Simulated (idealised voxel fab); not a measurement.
Presented below is a process module, voxel fin reveal.
The cross-section shown here is cut; it is 205 nm wide and divided into square cells measuring 5 nm on a side.
Cross-section format: a grid of square cells, given as bands from top to bottom; each band is one or more rows of cells. The entry gives the band's vertical extent as a top height and a bottom height in nm, then its horizontal make-up as materials from left to right, each with a width in nm. "blank" stands for empty space; a single material marked "throughout" fills the band edge to edge. Counting heights begins at 0, where everything beneath is, in the wafer as received, one material. The lowest band has no bottom; it goes on downwards, as "from 0 down" shows. Think of "30->40" as a width that walks from the first number to the second as you go down the band, top row to bottom row, taking equal-sized steps from row to row. "nothing was modified" for a step: no cell of the cross-section changed in that step. What "Entrapped void list" gives you is every empty space of 8 cells or more that is cut off from the top. Each appears as width x height at distance, with the distance taken from the left edge and width, height and distance all in nm. The remark found on a step's line after its settings is issued by the simulator itself and pertains to that step. Regarding "overlay nm": on a step with a mask, it is the distance the mask lay to the right of its planned place; a negative value places it to the left.

Process steps (planned):
step 1: RECEIVE [material Si]
step 2: CONFORMAL_DEP [material SiN] [thk nm 5]
step 3: DIRECTIONAL_DEP [material aC] [thk nm 10]
step 4: PATTERN [tone cover] [mask id FINS] [material resist] [width nm 15] [pitch nm 45] [thk nm 30] [overlay nm 0]
step 5: DIRECTIONAL_ETCH [etch materials aC] [depth nm 10]
step 6: STRIP [etch materials resist]
step 7: DIRECTIONAL_ETCH [etch materials SiN] [depth nm 5]
step 8: DIRECTIONAL_ETCH [etch materials Si] [depth nm 35]
step 9: STRIP [etch materials aC]
step 10: FILL_DEP [material SiO2] [thk nm 15]
step 11: CMP [height nm 5]
step 12: SELECTIVE_ETCH [etch materials SiO2] [depth nm 15]
step 13: STRIP [etch materials SiN]
step 14: CONFORMAL_DEP [material HfO2] [thk nm 5]

Received-state cross-section, reflecting completion of step 1:
    from 0 down  Si throughout
    Entrapped void list: none

First wafer of two, sectioned at end of module; run went per plan:
    from 5 to 0  45 of blank | 25 of HfO2 | 20 of blank | 25 of HfO2 | 20 of blank | 25 of HfO2 | 45 of blank
    from 0 to -5  45 of blank | 5 of HfO2 | 15 of Si | 5 of HfO2 | 20 of blank | 5 of HfO2 | 15 of Si | 5 of HfO2 | 20 of blank | 5 of HfO2 | 15 of Si | 5 of HfO2 | 45 of blank
    from -5 to -10  50 of HfO2 | 15 of Si | 30 of HfO2 | 15 of Si | 30 of HfO2 | 15 of Si | 50 of HfO2
    from -10 to -35  50 of SiO2 | 15 of Si | 30 of SiO2 | 15 of Si | 30 of SiO2 | 15 of Si | 50 of SiO2
    from -35 down  Si throughout
    Entrapped void list: none

Same start, same plan as the first wafer - but one mistake in the run. Cross-section of the second of the two at the end of the module:
    from 5 to 0  45 of blank | 25 of HfO2 | 20 of blank | 25 of HfO2 | 20 of blank | 25 of HfO2 | 45 of blank
    from 0 to -5  45 of blank | 5 of HfO2 | 15 of Si | 5 of HfO2 | 20 of blank | 5 of HfO2 | 15 of Si | 5 of HfO2 | 20 of blank | 5 of HfO2 | 15 of Si | 5 of HfO2 | 45 of blank
    from -5 to -10  40 of HfO2 | 5 of blank | 5 of HfO2 | 15 of Si | 5 of HfO2 | 20 of blank | 5 of HfO2 | 15 of Si | 5 of HfO2 | 20 of blank | 5 of HfO2 | 15 of Si | 5 of HfO2 | 5 of blank | 40 of HfO2
    from -10 to -15  35 of SiO2 | 15 of HfO2 | 15 of Si | 30 of HfO2 | 15 of Si | 30 of HfO2 | 15 of Si | 15 of HfO2 | 35 of SiO2
    from -15 to -35  50 of SiO2 | 15 of Si | 30 of SiO2 | 15 of Si | 30 of SiO2 | 15 of Si | 50 of SiO2
    from -35 down  Si throughout
    Entrapped void list: none
Where did the run depart from the plan? step 12 ran in the slot meant for step 13, and vice versa
Wrapping up, a cell-based count of both wafers puts the second over or under the first for these materials: HfO2 +8; SiO2 -18
